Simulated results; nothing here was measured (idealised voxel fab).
Process module name: voxel self aligned contacts
Xsec cut, 255 nm wide, square cell size 5 nm.
Notation: cross-section as square-cell grid; stated in bands, top first, going down; one or more cell rows per band.
First you get the band's top height and its bottom height, in nm, and then the materials it's made of, left to right, with each width in nm. If you see a single material with "all across", that one covers the band edge to edge. "air" is empty space.
Ref level 0: as-received wafer is one material below here. Bottom band extends down with no lower bound ("z 0 and below").
It should be noted that a width expressed as "30..40" varies in equal increments from row to row of cells within the band, taking the value of the first number at the top row and that of the second number at the bottom row.
"nothing altered", as given for a step, is the statement that not any cell of the cross-section underwent a change during that step.
"Voids lacking openings" means: voids of 8 cells or more that are shut off from the top with no open way through. Written width x height at distance, distance from the left edge, in nm.
Read whatever lies past the settings on a step's line as the simulator's own remark about the step.
Among the settings permitted on a step's line is "overlay nm"; applied to a step with a mask, it specifies the extent to which the mask lay to the right of its planned position, whereas a negative figure signifies a position to the left.
LIST OF PLANNED PROCESS STEPS
- 1: RECEIVE (material Si)
- 2: CONFORMAL_DEP (material SiO2; thk nm 5)
- 3: DIRECTIONAL_DEP (material polySi; thk nm 25)
- 4: DIRECTIONAL_DEP (material SiN; thk nm 25)
- 5: MASKED_ETCH (tone cover; mask id GATE; width nm 30; pitch nm 70; etch materials SiN; depth nm 25; overlay nm 0)
- 6: MASKED_ETCH (tone cover; mask id GATE; width nm 30; pitch nm 70; etch materials polySi; depth nm 25; overlay nm 0)
- 7: CONFORMAL_DEP (material SiN; thk nm 10)
- 8: DIRECTIONAL_ETCH (etch materials SiN; depth nm 10)
- 9: FILL_DEP (material SiO2; thk nm 10)
- 10: CMP (height nm 60)
- 11: DIRECTIONAL_DEP (material aC; thk nm 15)
- 12: PATTERN (tone open; mask id CONTACT; material resist; width nm 50; thk nm 30; overlay nm 0)
- 13: DIRECTIONAL_ETCH (etch materials aC; depth nm 15)
- 14: STRIP (etch materials resist)
- 15: DIRECTIONAL_ETCH (etch materials SiO2; depth nm 60)
- 16: STRIP (etch materials aC)
- 17: CONFORMAL_DEP (material TiN; thk nm 5)
- 18: FILL_DEP (material Ru; thk nm 5)
- 19: CMP (height nm 60)
- 20: CONFORMAL_DEP (material SiCN; thk nm 5)
CROSS-SECTION OF THE WAFER UPON ARRIVAL, REPRESENTING THE STATE REACHED AFTER STEP 1
    z 0 and below = Si all across
    Voids lacking openings: none
CROSS-SECTIONAL RESULT AFTER MODULE COMPLETION. NOTE: STARTING CONDITION AND PLAN ARE UNCHANGED FROM ABOVE; ONE PROCESSING MISTAKE WAS MADE
    z 65 to 60 = SiCN all across
    z 60 to 55 = SiO2: 100; TiN: 20; Ru: 10; TiN: 20; SiO2: 105
    z 55 to 35 = SiO2: 65; SiN: 50; TiN: 5; Ru: 10; TiN: 5; SiN: 50; SiO2: 70
    z 35 to 30 = SiO2: 65; SiN: 50; TiN: 20; SiN: 50; SiO2: 70
    z 30 to 5 = SiO2: 60; SiN: 10; polySi: 40; SiN: 10; TiN: 10; SiN: 10; polySi: 40; SiN: 10; SiO2: 65
    z 5 to 0 = SiO2: 120; TiN: 10; SiO2: 125
    z 0 and below = Si all across
    Voids lacking openings: none
Here's what went sideways: step 6 ran with different settings than intended, the actual operation and settings being MASKED_ETCH (tone cover; mask id GATE; width nm 40; pitch nm 70; etch materials polySi; depth nm 25; overlay nm 0)
